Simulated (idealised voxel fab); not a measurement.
Module name: voxel gate over fins (process module)
250 nm wide, 5 nm square cells: that's cross-section cut.
Square cells in a grid make up a cross-section in this document, and the grid is given as bands, listed from the top down, each one or more rows of cells. Top height, bottom height, nm. Materials left to right, width each, nm. Single material + "full width" = fills band edge to edge. "empty" = empty. Heights are expressed relative to 0, this being the level below which the as-received wafer comprises one material exclusively. The lowest band is unbounded in the downward direction and is denoted as in "0 and below". Quick explanation for "30 to 40": the width changes in equal steps down the rows of cells, from the first number in the band's top row to the second number in its bottom row. Step note "no change occurred" = no cross-section cell changed. Any empty space of 8 cells or more lacking an open way to the top shows up in "Catalogued sealed voids" as width x height at distance, distance from the left edge, in nm. That trailing text on a step's line, after the settings, is the simulator's own remark on the step. overlay nm: mask offset rightward from planned place, masked step; negative means leftward offset.

# So here's the lineup of process steps we planned
1 RECEIVE: material Si
2 CONFORMAL_DEP: material SiN, thk nm 10
3 PATTERN: tone cover, mask id FINS, material resist, width nm 15, pitch nm 50, thk nm 20, overlay nm 0
4 DIRECTIONAL_ETCH: etch materials SiN, depth nm 10
5 DIRECTIONAL_ETCH: etch materials Si, depth nm 30
6 STRIP: etch materials resist
7 FILL_DEP: material SiO2, thk nm 5
8 CMP: height nm 10
9 MASKED_ETCH: tone open, mask id RAIL, width nm 15, etch materials SiO2, depth nm 35, overlay nm 0
10 CONFORMAL_DEP: material TiN, thk nm 5
11 FILL_DEP: material W, thk nm 10
12 CMP: height nm 10
13 SELECTIVE_ETCH: etch materials W Ru TiN, depth nm 30
14 FILL_DEP: material SiO2, thk nm 5
15 CMP: height nm 10
16 SELECTIVE_ETCH: etch materials SiO2, depth nm 25
17 STRIP: etch materials SiN
18 CONFORMAL_DEP: material HfO2, thk nm 5
19 CONFORMAL_DEP: material TiN, thk nm 5
20 CONFORMAL_DEP: material TiAl, thk nm 5
21 CONFORMAL_DEP: material TiN, thk nm 5
22 FILL_DEP: material W, thk nm 15
23 CMP: height nm 30
24 CONFORMAL_DEP: material SiCN, thk nm 5

# First wafer of two (run as planned)

# Step 1 complete: cross-section of the wafer as received
  0 and below  Si full width
  Catalogued sealed voids: none

# You're looking at a cross-section of the wafer after step 2
  10 down to 0  SiN full width
  At heights below 0, the structure remains unaltered.

# You're looking at a cross-section of the wafer after step 3
  30 down to 10  65 empty | 15 resist | 35 empty | 15 resist | 35 empty | 15 resist | 70 empty
  At heights below 10, the structure remains unaltered.

# You're looking at a cross-section of the wafer after step 4
  30 down to 10  65 empty | 15 resist | 35 empty | 15 resist | 35 empty | 15 resist | 70 empty
  10 down to 0  65 empty | 15 SiN | 35 empty | 15 SiN | 35 empty | 15 SiN | 70 empty
  At heights below 0, the structure remains unaltered.

# You're looking at a cross-section of the wafer after step 5
  30 down to 10  65 empty | 15 resist | 35 empty | 15 resist | 35 empty | 15 resist | 70 empty
  10 down to 0  65 empty | 15 SiN | 35 empty | 15 SiN | 35 empty | 15 SiN | 70 empty
  0 down to -30  65 empty | 15 Si | 35 empty | 15 Si | 35 empty | 15 Si | 70 empty
  At heights below -30, the structure remains unaltered.

# You're looking at a cross-section of the wafer after step 6
  10 down to 0  65 empty | 15 SiN | 35 empty | 15 SiN | 35 empty | 15 SiN | 70 empty
  At heights below 0, the structure remains unaltered.

# You're looking at a cross-section of the wafer after step 7
  15 down to 10  SiO2 full width
  10 down to 0  65 SiO2 | 15 SiN | 35 SiO2 | 15 SiN | 35 SiO2 | 15 SiN | 70 SiO2
  0 down to -30  65 SiO2 | 15 Si | 35 SiO2 | 15 Si | 35 SiO2 | 15 Si | 70 SiO2
  At heights below -30, the structure remains unaltered.

# You're looking at a cross-section of the wafer after step 8
  10 down to 0  65 SiO2 | 15 SiN | 35 SiO2 | 15 SiN | 35 SiO2 | 15 SiN | 70 SiO2
  At heights below 0, the structure remains unaltered.

# You're looking at a cross-section of the wafer after step 9
  10 down to 0  65 SiO2 | 15 SiN | 10 SiO2 | 15 empty | 10 SiO2 | 15 SiN | 35 SiO2 | 15 SiN | 70 SiO2
  0 down to -25  65 SiO2 | 15 Si | 10 SiO2 | 15 empty | 10 SiO2 | 15 Si | 35 SiO2 | 15 Si | 70 SiO2
  At heights below -25, the structure remains unaltered.

# You're looking at a cross-section of the wafer after step 10
  15 down to 10  95 TiN | 5 empty | 150 TiN
  10 down to 0  65 SiO2 | 15 SiN | 10 SiO2 | 5 TiN | 5 empty | 5 TiN | 10 SiO2 | 15 SiN | 35 SiO2 | 15 SiN | 70 SiO2
  0 down to -20  65 SiO2 | 15 Si | 10 SiO2 | 5 TiN | 5 empty | 5 TiN | 10 SiO2 | 15 Si | 35 SiO2 | 15 Si | 70 SiO2
  -20 down to -25  65 SiO2 | 15 Si | 10 SiO2 | 15 TiN | 10 SiO2 | 15 Si | 35 SiO2 | 15 Si | 70 SiO2
  At heights below -25, the structure remains unaltered.

# You're looking at a cross-section of the wafer after step 11
  25 down to 15  W full width
  15 down to 10  95 TiN | 5 W | 150 TiN
  10 down to 0  65 SiO2 | 15 SiN | 10 SiO2 | 5 TiN | 5 W | 5 TiN | 10 SiO2 | 15 SiN | 35 SiO2 | 15 SiN | 70 SiO2
  0 down to -20  65 SiO2 | 15 Si | 10 SiO2 | 5 TiN | 5 W | 5 TiN | 10 SiO2 | 15 Si | 35 SiO2 | 15 Si | 70 SiO2
  At heights below -20, the structure remains unaltered.

# You're looking at a cross-section of the wafer after step 12
  10 down to 0  65 SiO2 | 15 SiN | 10 SiO2 | 5 TiN | 5 W | 5 TiN | 10 SiO2 | 15 SiN | 35 SiO2 | 15 SiN | 70 SiO2
  At heights below 0, the structure remains unaltered.

# You're looking at a cross-section of the wafer after step 13
  10 down to 0  65 SiO2 | 15 SiN | 10 SiO2 | 15 empty | 10 SiO2 | 15 SiN | 35 SiO2 | 15 SiN | 70 SiO2
  0 down to -20  65 SiO2 | 15 Si | 10 SiO2 | 15 empty | 10 SiO2 | 15 Si | 35 SiO2 | 15 Si | 70 SiO2
  At heights below -20, the structure remains unaltered.

# You're looking at a cross-section of the wafer after step 14
  15 down to 10  SiO2 full width
  10 down to 0  65 SiO2 | 15 SiN | 35 SiO2 | 15 SiN | 35 SiO2 | 15 SiN | 70 SiO2
  0 down to -20  65 SiO2 | 15 Si | 35 SiO2 | 15 Si | 35 SiO2 | 15 Si | 70 SiO2
  At heights below -20, the structure remains unaltered.

# You're looking at a cross-section of the wafer after step 15
  10 down to 0  65 SiO2 | 15 SiN | 35 SiO2 | 15 SiN | 35 SiO2 | 15 SiN | 70 SiO2
  At heights below 0, the structure remains unaltered.

# You're looking at a cross-section of the wafer after step 16
  10 down to 0  65 empty | 15 SiN | 35 empty | 15 SiN | 35 empty | 15 SiN | 70 empty
  0 down to -15  65 empty | 15 Si | 35 empty | 15 Si | 35 empty | 15 Si | 70 empty
  At heights below -15, the structure remains unaltered.

# You're looking at a cross-section of the wafer after step 17
  0 down to -15  65 empty | 15 Si | 35 empty | 15 Si | 35 empty | 15 Si | 70 empty
  At heights below -15, the structure remains unaltered.

# You're looking at a cross-section of the wafer after step 18
  5 down to 0  60 empty | 25 HfO2 | 25 empty | 25 HfO2 | 25 empty | 25 HfO2 | 65 empty
  0 down to -10  60 empty | 5 HfO2 | 15 Si | 5 HfO2 | 25 empty | 5 HfO2 | 15 Si | 5 HfO2 | 25 empty | 5 HfO2 | 15 Si | 5 HfO2 | 65 empty
  -10 down to -15  65 HfO2 | 15 Si | 35 HfO2 | 15 Si | 35 HfO2 | 15 Si | 70 HfO2
  At heights below -15, the structure remains unaltered.

# You're looking at a cross-section of the wafer after step 19
  10 down to 5  55 empty | 35 TiN | 15 empty | 35 TiN | 15 empty | 35 TiN | 60 empty
  5 down to 0  55 empty | 5 TiN | 25 HfO2 | 5 TiN | 15 empty | 5 TiN | 25 HfO2 | 5 TiN | 15 empty | 5 TiN | 25 HfO2 | 5 TiN | 60 empty
  0 down to -5  55 empty | 5 TiN | 5 HfO2 | 15 Si | 5 HfO2 | 5 TiN | 15 empty | 5 TiN | 5 HfO2 | 15 Si | 5 HfO2 | 5 TiN | 15 empty | 5 TiN | 5 HfO2 | 15 Si | 5 HfO2 | 5 TiN | 60 empty
  -5 down to -10  60 TiN | 5 HfO2 | 15 Si | 5 HfO2 | 25 TiN | 5 HfO2 | 15 Si | 5 HfO2 | 25 TiN | 5 HfO2 | 15 Si | 5 HfO2 | 65 TiN
  At heights below -10, the structure remains unaltered.

# You're looking at a cross-section of the wafer after step 20
  15 down to 10  50 empty | 45 TiAl | 5 empty | 45 TiAl | 5 empty | 45 TiAl | 55 empty
  10 down to 5  50 empty | 5 TiAl | 35 TiN | 5 TiAl | 5 empty | 5 TiAl | 35 TiN | 5 TiAl | 5 empty | 5 TiAl | 35 TiN | 5 TiAl | 55 empty
  5 down to 0  50 empty | 5 TiAl | 5 TiN | 25 HfO2 | 5 TiN | 5 TiAl | 5 empty | 5 TiAl | 5 TiN | 25 HfO2 | 5 TiN | 5 TiAl | 5 empty | 5 TiAl | 5 TiN | 25 HfO2 | 5 TiN | 5 TiAl | 55 empty
  0 down to -5  55 TiAl | 5 TiN | 5 HfO2 | 15 Si | 5 HfO2 | 5 TiN | 15 TiAl | 5 TiN | 5 HfO2 | 15 Si | 5 HfO2 | 5 TiN | 15 TiAl | 5 TiN | 5 HfO2 | 15 Si | 5 HfO2 | 5 TiN | 60 TiAl
  At heights below -5, the structure remains unaltered.

# You're looking at a cross-section of the wafer after step 21
  20 down to 15  45 empty | 155 TiN | 50 empty
  15 down to 10  45 empty | 5 TiN | 45 TiAl | 5 TiN | 45 TiAl | 5 TiN | 45 TiAl | 5 TiN | 50 empty
  10 down to 5  45 empty | 5 TiN | 5 TiAl | 35 TiN | 5 TiAl | 5 TiN | 5 TiAl | 35 TiN | 5 TiAl | 5 TiN | 5 TiAl | 35 TiN | 5 TiAl | 5 TiN | 50 empty
  5 down to 0  50 TiN | 5 TiAl | 5 TiN | 25 HfO2 | 5 TiN | 5 TiAl | 5 TiN | 5 TiAl | 5 TiN | 25 HfO2 | 5 TiN | 5 TiAl | 5 TiN | 5 TiAl | 5 TiN | 25 HfO2 | 5 TiN | 5 TiAl | 55 TiN
  At heights below 0, the structure remains unaltered.

# You're looking at a cross-section of the wafer after step 22
  35 down to 20  W full width
  20 down to 15  45 W | 155 TiN | 50 W
  15 down to 10  45 W | 5 TiN | 45 TiAl | 5 TiN | 45 TiAl | 5 TiN | 45 TiAl | 5 TiN | 50 W
  10 down to 5  45 W | 5 TiN | 5 TiAl | 35 TiN | 5 TiAl | 5 TiN | 5 TiAl | 35 TiN | 5 TiAl | 5 TiN | 5 TiAl | 35 TiN | 5 TiAl | 5 TiN | 50 W
  At heights below 5, the structure remains unaltered.

# You're looking at a cross-section of the wafer after step 23
  30 down to 20  W full width
  At heights below 20, the structure remains unaltered.

# You're looking at a cross-section of the wafer after step 24
  35 down to 30  SiCN full width
  At heights below 30, the structure remains unaltered.

# Second wafer. Start and plan as for the first. One mistake made in running. Agrees with the first up to and including step 4

# Cross-section, second wafer, at the end time the plan gives for step 5
  30 down to 10  65 empty | 15 resist | 35 empty | 15 resist | 35 empty | 15 resist | 70 empty
  10 down to 0  65 empty | 15 SiN | 35 empty | 15 SiN | 35 empty | 15 SiN | 70 empty
  0 down to -25  65 empty | 15 Si | 35 empty | 15 Si | 35 empty | 15 Si | 70 empty
  At heights below -25, the structure remains unaltered.

# Cross-section, second wafer, at the end time the plan gives for step 6
  10 down to 0  65 empty | 15 SiN | 35 empty | 15 SiN | 35 empty | 15 SiN | 70 empty
  At heights below 0, the structure remains unaltered.

# Cross-section, second wafer, at the end time the plan gives for step 7
  15 down to 10  SiO2 full width
  10 down to 0  65 SiO2 | 15 SiN | 35 SiO2 | 15 SiN | 35 SiO2 | 15 SiN | 70 SiO2
  0 down to -25  65 SiO2 | 15 Si | 35 SiO2 | 15 Si | 35 SiO2 | 15 Si | 70 SiO2
  At heights below -25, the structure remains unaltered.

# Cross-section, second wafer, at the end time the plan gives for step 8
  10 down to 0  65 SiO2 | 15 SiN | 35 SiO2 | 15 SiN | 35 SiO2 | 15 SiN | 70 SiO2
  At heights below 0, the structure remains unaltered.

# Cross-section, second wafer, at the end time the plan gives for step 9
  10 down to 0  65 SiO2 | 15 SiN | 10 SiO2 | 15 empty | 10 SiO2 | 15 SiN | 35 SiO2 | 15 SiN | 70 SiO2
  0 down to -25  65 SiO2 | 15 Si | 10 SiO2 | 15 empty | 10 SiO2 | 15 Si | 35 SiO2 | 15 Si | 70 SiO2
  At heights below -25, the structure remains unaltered.

# Cross-section, second wafer, at the end time the plan gives for step 10
  15 down to 10  95 TiN | 5 empty | 150 TiN
  10 down to 0  65 SiO2 | 15 SiN | 10 SiO2 | 5 TiN | 5 empty | 5 TiN | 10 SiO2 | 15 SiN | 35 SiO2 | 15 SiN | 70 SiO2
  0 down to -20  65 SiO2 | 15 Si | 10 SiO2 | 5 TiN | 5 empty | 5 TiN | 10 SiO2 | 15 Si | 35 SiO2 | 15 Si | 70 SiO2
  -20 down to -25  65 SiO2 | 15 Si | 10 SiO2 | 15 TiN | 10 SiO2 | 15 Si | 35 SiO2 | 15 Si | 70 SiO2
  At heights below -25, the structure remains unaltered.

# Cross-section, second wafer, at the end time the plan gives for step 11
  25 down to 15  W full width
  15 down to 10  95 TiN | 5 W | 150 TiN
  10 down to 0  65 SiO2 | 15 SiN | 10 SiO2 | 5 TiN | 5 W | 5 TiN | 10 SiO2 | 15 SiN | 35 SiO2 | 15 SiN | 70 SiO2
  0 down to -20  65 SiO2 | 15 Si | 10 SiO2 | 5 TiN | 5 W | 5 TiN | 10 SiO2 | 15 Si | 35 SiO2 | 15 Si | 70 SiO2
  At heights below -20, the structure remains unaltered.

# Cross-section, second wafer, at the end time the plan gives for step 12
  10 down to 0  65 SiO2 | 15 SiN | 10 SiO2 | 5 TiN | 5 W | 5 TiN | 10 SiO2 | 15 SiN | 35 SiO2 | 15 SiN | 70 SiO2
  At heights below 0, the structure remains unaltered.

# Cross-section, second wafer, at the end time the plan gives for step 13
  10 down to 0  65 SiO2 | 15 SiN | 10 SiO2 | 15 empty | 10 SiO2 | 15 SiN | 35 SiO2 | 15 SiN | 70 SiO2
  0 down to -20  65 SiO2 | 15 Si | 10 SiO2 | 15 empty | 10 SiO2 | 15 Si | 35 SiO2 | 15 Si | 70 SiO2
  At heights below -20, the structure remains unaltered.

# Cross-section, second wafer, at the end time the plan gives for step 14
  15 down to 10  SiO2 full width
  10 down to 0  65 SiO2 | 15 SiN | 35 SiO2 | 15 SiN | 35 SiO2 | 15 SiN | 70 SiO2
  0 down to -20  65 SiO2 | 15 Si | 35 SiO2 | 15 Si | 35 SiO2 | 15 Si | 70 SiO2
  At heights below -20, the structure remains unaltered.

# Cross-section, second wafer, at the end time the plan gives for step 15
  10 down to 0  65 SiO2 | 15 SiN | 35 SiO2 | 15 SiN | 35 SiO2 | 15 SiN | 70 SiO2
  At heights below 0, the structure remains unaltered.

# Cross-section, second wafer, at the end time the plan gives for step 16
  10 down to 0  65 empty | 15 SiN | 35 empty | 15 SiN | 35 empty | 15 SiN | 70 empty
  0 down to -15  65 empty | 15 Si | 35 empty | 15 Si | 35 empty | 15 Si | 70 empty
  At heights below -15, the structure remains unaltered.

# Cross-section, second wafer, at the end time the plan gives for step 17
  0 down to -15  65 empty | 15 Si | 35 empty | 15 Si | 35 empty | 15 Si | 70 empty
  At heights below -15, the structure remains unaltered.

# Cross-section, second wafer, at the end time the plan gives for step 18
  5 down to 0  60 empty | 25 HfO2 | 25 empty | 25 HfO2 | 25 empty | 25 HfO2 | 65 empty
  0 down to -10  60 empty | 5 HfO2 | 15 Si | 5 HfO2 | 25 empty | 5 HfO2 | 15 Si | 5 HfO2 | 25 empty | 5 HfO2 | 15 Si | 5 HfO2 | 65 empty
  -10 down to -15  65 HfO2 | 15 Si | 35 HfO2 | 15 Si | 35 HfO2 | 15 Si | 70 HfO2
  At heights below -15, the structure remains unaltered.

# Cross-section, second wafer, at the end time the plan gives for step 19
  10 down to 5  55 empty | 35 TiN | 15 empty | 35 TiN | 15 empty | 35 TiN | 60 empty
  5 down to 0  55 empty | 5 TiN | 25 HfO2 | 5 TiN | 15 empty | 5 TiN | 25 HfO2 | 5 TiN | 15 empty | 5 TiN | 25 HfO2 | 5 TiN | 60 empty
  0 down to -5  55 empty | 5 TiN | 5 HfO2 | 15 Si | 5 HfO2 | 5 TiN | 15 empty | 5 TiN | 5 HfO2 | 15 Si | 5 HfO2 | 5 TiN | 15 empty | 5 TiN | 5 HfO2 | 15 Si | 5 HfO2 | 5 TiN | 60 empty
  -5 down to -10  60 TiN | 5 HfO2 | 15 Si | 5 HfO2 | 25 TiN | 5 HfO2 | 15 Si | 5 HfO2 | 25 TiN | 5 HfO2 | 15 Si | 5 HfO2 | 65 TiN
  At heights below -10, the structure remains unaltered.

# Cross-section, second wafer, at the end time the plan gives for step 20
  15 down to 10  50 empty | 45 TiAl | 5 empty | 45 TiAl | 5 empty | 45 TiAl | 55 empty
  10 down to 5  50 empty | 5 TiAl | 35 TiN | 5 TiAl | 5 empty | 5 TiAl | 35 TiN | 5 TiAl | 5 empty | 5 TiAl | 35 TiN | 5 TiAl | 55 empty
  5 down to 0  50 empty | 5 TiAl | 5 TiN | 25 HfO2 | 5 TiN | 5 TiAl | 5 empty | 5 TiAl | 5 TiN | 25 HfO2 | 5 TiN | 5 TiAl | 5 empty | 5 TiAl | 5 TiN | 25 HfO2 | 5 TiN | 5 TiAl | 55 empty
  0 down to -5  55 TiAl | 5 TiN | 5 HfO2 | 15 Si | 5 HfO2 | 5 TiN | 15 TiAl | 5 TiN | 5 HfO2 | 15 Si | 5 HfO2 | 5 TiN | 15 TiAl | 5 TiN | 5 HfO2 | 15 Si | 5 HfO2 | 5 TiN | 60 TiAl
  At heights below -5, the structure remains unaltered.

# Cross-section, second wafer, at the end time the plan gives for step 21
  20 down to 15  45 empty | 155 TiN | 50 empty
  15 down to 10  45 empty | 5 TiN | 45 TiAl | 5 TiN | 45 TiAl | 5 TiN | 45 TiAl | 5 TiN | 50 empty
  10 down to 5  45 empty | 5 TiN | 5 TiAl | 35 TiN | 5 TiAl | 5 TiN | 5 TiAl | 35 TiN | 5 TiAl | 5 TiN | 5 TiAl | 35 TiN | 5 TiAl | 5 TiN | 50 empty
  5 down to 0  50 TiN | 5 TiAl | 5 TiN | 25 HfO2 | 5 TiN | 5 TiAl | 5 TiN | 5 TiAl | 5 TiN | 25 HfO2 | 5 TiN | 5 TiAl | 5 TiN | 5 TiAl | 5 TiN | 25 HfO2 | 5 TiN | 5 TiAl | 55 TiN
  At heights below 0, the structure remains unaltered.

# Cross-section, second wafer, at the end time the plan gives for step 22
  35 down to 20  W full width
  20 down to 15  45 W | 155 TiN | 50 W
  15 down to 10  45 W | 5 TiN | 45 TiAl | 5 TiN | 45 TiAl | 5 TiN | 45 TiAl | 5 TiN | 50 W
  10 down to 5  45 W | 5 TiN | 5 TiAl | 35 TiN | 5 TiAl | 5 TiN | 5 TiAl | 35 TiN | 5 TiAl | 5 TiN | 5 TiAl | 35 TiN | 5 TiAl | 5 TiN | 50 W
  At heights below 5, the structure remains unaltered.

# Cross-section, second wafer, at the end time the plan gives for step 23
  30 down to 20  W full width
  At heights below 20, the structure remains unaltered.

# Cross-section, second wafer, at the end time the plan gives for step 24
  35 down to 30  SiCN full width
  At heights below 30, the structure remains unaltered.
Plan not followed: step 5 ran with different settings than intended, the actual operation and settings being DIRECTIONAL_ETCH: etch materials Si, depth nm 25
It is noted that, at the conclusion of processing, the second wafer exhibits a higher or lower cell count for certain materials relative to the first: +41 Si, -41 SiO2
